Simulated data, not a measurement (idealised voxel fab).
process module | voxel spacer lines
cross-section cut | 255 nm wide | cells 5 nm
A cross-section is a grid of square cells, given in bands from the top down. A band is one or more rows of cells.
Each band's line starts with the height of the band's top and of its bottom, in nm. Then come its materials from left to right, each with its width in nm. One material with "throughout" fills the band from edge to edge. "air" is empty space.
Height 0 is the level under which the wafer as received is all one material. The lowest band goes on downwards, as in "0 down".
A width such as "30 to 40" changes by the same amount from each row of cells to the next, from the band's top row to its bottom row.
"no change" after a step means that no cell of the cross-section changed.
closed voids: empty space of 8 cells or more with no open way to the top, each as width x height at its distance from the left edge, in nm
after a step's settings: what the simulator itself notes on the step
overlay nm, on a step with a mask: how far to the right of its planned place the mask lay; to the left if negative
plan
1 op RECEIVE | material Si
2 op CONFORMAL_DEP | material Al2O3 | thk nm 10
3 op DIRECTIONAL_DEP | material W | thk nm 15
4 op DIRECTIONAL_DEP | material aC | thk nm 30
5 op PATTERN | tone cover | mask id MANDREL | material resist | width nm 25 | pitch nm 80 | thk nm 40 | overlay nm 0
6 op DIRECTIONAL_ETCH | etch materials aC | depth nm 30
7 op STRIP | etch materials resist
8 op CONFORMAL_DEP | material SiN | thk nm 15
9 op DIRECTIONAL_ETCH | etch materials SiN | depth nm 15
10 op STRIP | etch materials aC
11 op DIRECTIONAL_ETCH | etch materials W | depth nm 15
12 op STRIP | etch materials SiN
as received, after step 1
  0 down: Si throughout
  closed voids: none
first wafer at the end, as planned
  25 to 10: air 20 | W 15 | air 25 | W 15 | air 25 | W 15 | air 25 | W 15 | air 25 | W 15 | air 25 | W 15 | air 20
  10 to 0: Al2O3 throughout
  0 down: Si throughout
  closed voids: none
second wafer at the end: like start, like plan, one mistake
  25 to 10: air 25 | W 15 | air 20 | W 15 | air 30 | W 15 | air 20 | W 15 | air 30 | W 15 | air 20 | W 15 | air 20
  10 to 0: Al2O3 throughout
  0 down: Si throughout
  closed voids: none
what went wrong: step 5 ran as: op PATTERN | tone cover | mask id MANDREL | material resist | width nm 20 | pitch nm 80 | thk nm 40 | overlay nm 0
at the end the second wafer has, in cells: as many of each material as the first, in other places
